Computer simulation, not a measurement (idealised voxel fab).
The process module presented herein is designated voxel ribs on slabs.
Square cell edge 5 nm, section width 140 nm, ID cut.
A cross-section is a grid of square cells, given in bands from the top down. A band is one or more rows of cells.
Heights first: top, then bottom, in nm. Then materials, left to right, each with a width in nm. "everywhere" on a single material: fills the band edge to edge. "empty": empty space.
Heights are measured from 0, the level below which the as-received wafer is all one material; the lowest band has no bottom and continues downward, written as in "0 and below".
So if you see something like "30..40" for the width, read it as the top row of the band sitting at the first number and the bottom row at the second, with every row in between moving by the same amount as the last.
The cross-section has no changed cell in any step marked "nothing different".
You'll see "Closed cavities" listing empty spaces that have no way open to the top, as long as they're 8 cells or more; the notation is width x height at distance, where the distance is from the left edge, and all of it is in nm.
What comes after the settings on a step's line is commentary from the simulator itself on that step.
"overlay nm", when on a step's line for a step with a mask, measures how far to the right of its planned place the mask lay; a negative measure means to the left.

# Listed below are the process steps as planned
1. RECEIVE: material Si
2. DIRECTIONAL_DEP: material SiO2, thk nm 30
3. DIRECTIONAL_DEP: material SiN, thk nm 20
4. DIRECTIONAL_DEP: material aC, thk nm 15
5. PATTERN: tone cover, mask id RIB, material resist, width nm 20, thk nm 35, overlay nm 0
6. DIRECTIONAL_ETCH: etch materials aC, depth nm 15
7. STRIP: etch materials resist
8. DIRECTIONAL_ETCH: etch materials SiN, depth nm 10
9. STRIP: etch materials aC
10. DIRECTIONAL_DEP: material aC, thk nm 15
11. PATTERN: tone cover, mask id SLAB, material resist, width nm 50, thk nm 35, overlay nm 0
12. DIRECTIONAL_ETCH: etch materials aC, depth nm 15
13. STRIP: etch materials resist
14. DIRECTIONAL_ETCH: etch materials SiN, depth nm 10
15. STRIP: etch materials aC
16. FILL_DEP: material SiO2, thk nm 25
17. CMP: height nm 65
18. DIRECTIONAL_DEP: material TiN, thk nm 5
19. DIRECTIONAL_DEP: material aC, thk nm 10
20. PATTERN: tone cover, mask id HEATER, material resist, width nm 30, thk nm 25, overlay nm 0
21. DIRECTIONAL_ETCH: etch materials aC, depth nm 10
22. STRIP: etch materials resist
23. DIRECTIONAL_ETCH: etch materials TiN, depth nm 5
24. STRIP: etch materials aC
25. CONFORMAL_DEP: material SiN, thk nm 10

# Wafer at receipt (post step 1), cross-section
> 0 and below: Si everywhere
> Closed cavities: none

# The following cross-section depicts the wafer upon conclusion of the module. Processing commenced from the starting condition illustrated above and adhered to the plan illustrated above, save for one mistake in execution
> 80 down to 75: 45 nm empty, then 50 nm SiN, then 45 nm empty
> 75 down to 70: SiN everywhere
> 70 down to 65: 55 nm SiN, then 30 nm TiN, then 55 nm SiN
> 65 down to 50: SiO2 everywhere
> 50 down to 40: 60 nm SiO2, then 20 nm SiN, then 60 nm SiO2
> 40 down to 30: 40 nm SiO2, then 60 nm SiN, then 40 nm SiO2
> 30 down to 0: SiO2 everywhere
> 0 and below: Si everywhere
> Closed cavities: none
Want to know what went wrong? step 11, actual vs plan mismatch, actual run PATTERN: tone cover, mask id SLAB, material resist, width nm 60, thk nm 35, overlay nm 0
